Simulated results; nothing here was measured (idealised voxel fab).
You're looking at the process module voxel released beams.
Each square cell in cross-section cut measures 5 nm, and the section as a whole is 220 nm wide.
Throughout this document, each cross-section is represented as a grid of square cells and is presented as a sequence of bands enumerated from the top downward, where a band comprises one or more rows of cells. Band: top and bottom heights (nm) first, top before bottom; then materials from left to right, widths in nm. "everywhere" marks a sole material filling the band edge to edge. "blank" denotes empty space. Below 0: as-received wafer, all one material; heights counted from there. Lowest band: no bottom, goes on down, written "top 0, no bottom". Width "30..40": first value at the band's top row of cells, second value at its bottom row, equal change from row to row. "same as before" (step): cross-section cells unchanged, all of them. If an empty space has no open way to the top and is at least 8 cells in size, "Fully closed voids" lists it, written width x height at distance, where distance is measured from the left edge and every value is in nm. Where a step's line continues beyond its settings, the continuation is a remark by the simulator itself on that step. The setting "overlay nm" may be written on the line of a step. When the step uses a mask, the value reports how far to the right of the planned place the mask lay, and a negative value reports that it lay to the left.
**This section lists the process steps that were planned**
step 1: RECEIVE [material Si]
step 2: CONFORMAL_DEP [material Al2O3] [thk nm 5]
step 3: DIRECTIONAL_DEP [material SiO2] [thk nm 10]
step 4: DIRECTIONAL_DEP [material aC] [thk nm 15]
step 5: PATTERN [tone open] [mask id ANCHOR] [material resist] [width nm 35] [thk nm 35] [overlay nm 0]
step 6: DIRECTIONAL_ETCH [etch materials aC] [depth nm 15]
step 7: STRIP [etch materials resist]
step 8: DIRECTIONAL_ETCH [etch materials SiO2] [depth nm 10]
step 9: STRIP [etch materials aC]
step 10: CONFORMAL_DEP [material polySi] [thk nm 5]
step 11: DIRECTIONAL_DEP [material aC] [thk nm 15]
step 12: PATTERN [tone cover] [mask id BEAM] [material resist] [width nm 85] [thk nm 30] [overlay nm 0]
step 13: DIRECTIONAL_ETCH [etch materials aC] [depth nm 15]
step 14: STRIP [etch materials resist]
step 15: DIRECTIONAL_ETCH [etch materials polySi] [depth nm 10]
step 16: STRIP [etch materials aC]
step 17: STRIP [etch materials SiO2]
Be aware that, although all wafers share a common starting state, the thk nm at step 10 differs among them, and the plan displays the first wafer's value.
**Cross-section, first of several wafers, as delivered after step 1**
  top 0, no bottom  Si everywhere
  Fully closed voids: none
**So in this table every wafer gets its own row, and what you see is where it stands at the end of the module: for each material, how many cells it picked up (+) or gave up (-) since we received it, and after that its closed voids**
thk nm 5, +44 Al2O3, +21 polySi, Fully closed voids: none
thk nm 10, +44 Al2O3, +42 polySi, Fully closed voids: none
thk nm 15, +44 Al2O3, +74 SiO2, +90 polySi, Fully closed voids: none
thk nm 20, +44 Al2O3, +74 SiO2, +136 polySi, Fully closed voids: none
thk nm 25, +44 Al2O3, +74 SiO2, +180 polySi, Fully closed voids: none
